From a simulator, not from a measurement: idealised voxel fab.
Process module in this document: voxel wiring stack
The width of the displayed cross-section, cut, is 270 nm; its cells are square, with a size of 5 nm.
In what follows, cross-sections appear as grids of square cells, described through bands that run from the top down, where every band is one or more rows of cells.
Read a band's entry like this: the first values are the height of its top and the height of its bottom in nm, and what follows is the sequence of materials from left to right, each with its width in nm. Note that "blank" is empty space, and that a single material marked "edge to edge" reaches across the band from edge to edge.
Below 0: as-received wafer, all one material; heights counted from there. Lowest band: no bottom, goes on down, written "0 -> down".
Width: "30 to 40" (first number = top row, second number = bottom row, same change from row to row of cells).
A step reported as "all unchanged" is a step in which no cell of the cross-section changed.
If an empty space has no open way to the top and is at least 8 cells in size, "Entrapped void list" lists it, written width x height at distance, where distance is measured from the left edge and every value is in nm.
Whatever follows a step's settings on its line is a remark the simulator itself makes about that step.
Steps that use a mask can have "overlay nm" on their line. It says how far the mask sat to the right of where it was meant to be. Negative means to the left.
**Listed below are the process steps as planned**
1) RECEIVE with material Si
2) CONFORMAL_DEP with material SiO2, thk nm 10
3) DIRECTIONAL_DEP with material TiN, thk nm 5
4) DIRECTIONAL_DEP with material W, thk nm 15
5) MASKED_ETCH with tone cover, mask id METAL_1, width nm 25, pitch nm 40, etch materials W, depth nm 15, overlay nm -15
6) MASKED_ETCH with tone cover, mask id METAL_1, width nm 25, pitch nm 40, etch materials TiN, depth nm 5, overlay nm 0
7) FILL_DEP with material lowk, thk nm 10
8) CMP with height nm 30
9) CONFORMAL_DEP with material SiCN, thk nm 5
10) DIRECTIONAL_DEP with material SiO2, thk nm 10
11) DIRECTIONAL_DEP with material aC, thk nm 15
12) PATTERN with tone open, mask id PLUG_1, material resist, width nm 15, pitch nm 40, thk nm 30, overlay nm 0
13) DIRECTIONAL_ETCH with etch materials aC, depth nm 15
14) STRIP with etch materials resist
15) DIRECTIONAL_ETCH with etch materials SiO2, depth nm 10
16) DIRECTIONAL_ETCH with etch materials SiCN, depth nm 5
17) STRIP with etch materials aC
18) CONFORMAL_DEP with material TiN, thk nm 5
19) FILL_DEP with material W, thk nm 5
20) CMP with height nm 45
21) CONFORMAL_DEP with material SiCN, thk nm 5
22) DIRECTIONAL_DEP with material SiO2, thk nm 15
23) MASKED_ETCH with tone open, mask id METAL_2, width nm 25, pitch nm 40, etch materials SiO2, depth nm 15, overlay nm 0
24) MASKED_ETCH with tone open, mask id METAL_2, width nm 25, pitch nm 40, etch materials SiCN, depth nm 5, overlay nm 0
25) CONFORMAL_DEP with material TiN, thk nm 5
26) FILL_DEP with material Cu, thk nm 5
27) CMP with height nm 65
28) CONFORMAL_DEP with material SiCN, thk nm 5
29) DIRECTIONAL_DEP with material lowk, thk nm 35
30) DIRECTIONAL_DEP with material aC, thk nm 15
31) PATTERN with tone open, mask id METAL_3_HOLES, material resist, width nm 15, pitch nm 40, thk nm 30, overlay nm 0
32) DIRECTIONAL_ETCH with etch materials aC, depth nm 15
33) STRIP with etch materials resist
34) DIRECTIONAL_ETCH with etch materials lowk, depth nm 35
35) STRIP with etch materials aC
36) DIRECTIONAL_DEP with material aC, thk nm 15
37) PATTERN with tone open, mask id METAL_3, material resist, width nm 25, pitch nm 40, thk nm 35, overlay nm 0
38) DIRECTIONAL_ETCH with etch materials aC, depth nm 15
39) STRIP with etch materials resist
40) DIRECTIONAL_ETCH with etch materials lowk, depth nm 20
41) DIRECTIONAL_ETCH with etch materials SiCN, depth nm 5
42) STRIP with etch materials aC
43) CONFORMAL_DEP with material TiN, thk nm 5
44) FILL_DEP with material Ru, thk nm 5
45) CMP with height nm 105
46) CONFORMAL_DEP with material SiCN, thk nm 5
47) DIRECTIONAL_DEP with material SiO2, thk nm 25
48) PATTERN with tone open, mask id METAL_4, material resist, width nm 25, pitch nm 40, thk nm 15, overlay nm 0
49) DIRECTIONAL_ETCH with etch materials SiO2, depth nm 15
50) STRIP with etch materials resist
51) DIRECTIONAL_DEP with material aC, thk nm 15
52) PATTERN with tone open, mask id METAL_4_HOLES, material resist, width nm 15, pitch nm 80, thk nm 35, overlay nm 0
53) DIRECTIONAL_ETCH with etch materials aC, depth nm 15
54) STRIP with etch materials resist
55) DIRECTIONAL_ETCH with etch materials SiO2, depth nm 10
56) DIRECTIONAL_ETCH with etch materials SiCN, depth nm 5
57) STRIP with etch materials aC
58) CONFORMAL_DEP with material TiN, thk nm 5
59) FILL_DEP with material Ru, thk nm 5
60) CMP with height nm 135
61) CONFORMAL_DEP with material SiN, thk nm 5
The overlay nm used in step 5 is not the same on every wafer, whereas the starting condition is; the value printed in the plan is the first wafer's.
**First of several wafers, received after step 1, in cross-section**
- 0 -> down | Si edge to edge
- Entrapped void list: none
**The following table contains a row per wafer, in which are reported, at the conclusion of the module, the cells of each material gained (+) or lost (-) since the wafer's receipt, with its closed voids given thereafter**
overlay nm -15 | +27 Cu | +63 Ru | +177 SiCN | +54 SiN | +528 SiO2 | +174 TiN | +51 W | +438 lowk | Entrapped void list: none
overlay nm -10 | +27 Cu | +63 Ru | +177 SiCN | +54 SiN | +528 SiO2 | +171 TiN | +51 W | +441 lowk | Entrapped void list: none
overlay nm -5 | +27 Cu | +63 Ru | +177 SiCN | +54 SiN | +528 SiO2 | +168 TiN | +51 W | +444 lowk | Entrapped void list: none
overlay nm 0 | +27 Cu | +63 Ru | +177 SiCN | +54 SiN | +528 SiO2 | +165 TiN | +51 W | +447 lowk | Entrapped void list: none
overlay nm 5 | +27 Cu | +63 Ru | +177 SiCN | +54 SiN | +528 SiO2 | +168 TiN | +51 W | +444 lowk | Entrapped void list: none
overlay nm 10 | +27 Cu | +63 Ru | +177 SiCN | +54 SiN | +528 SiO2 | +171 TiN | +51 W | +441 lowk | Entrapped void list: none
overlay nm 15 | +27 Cu | +63 Ru | +177 SiCN | +54 SiN | +528 SiO2 | +174 TiN | +51 W | +438 lowk | Entrapped void list: none
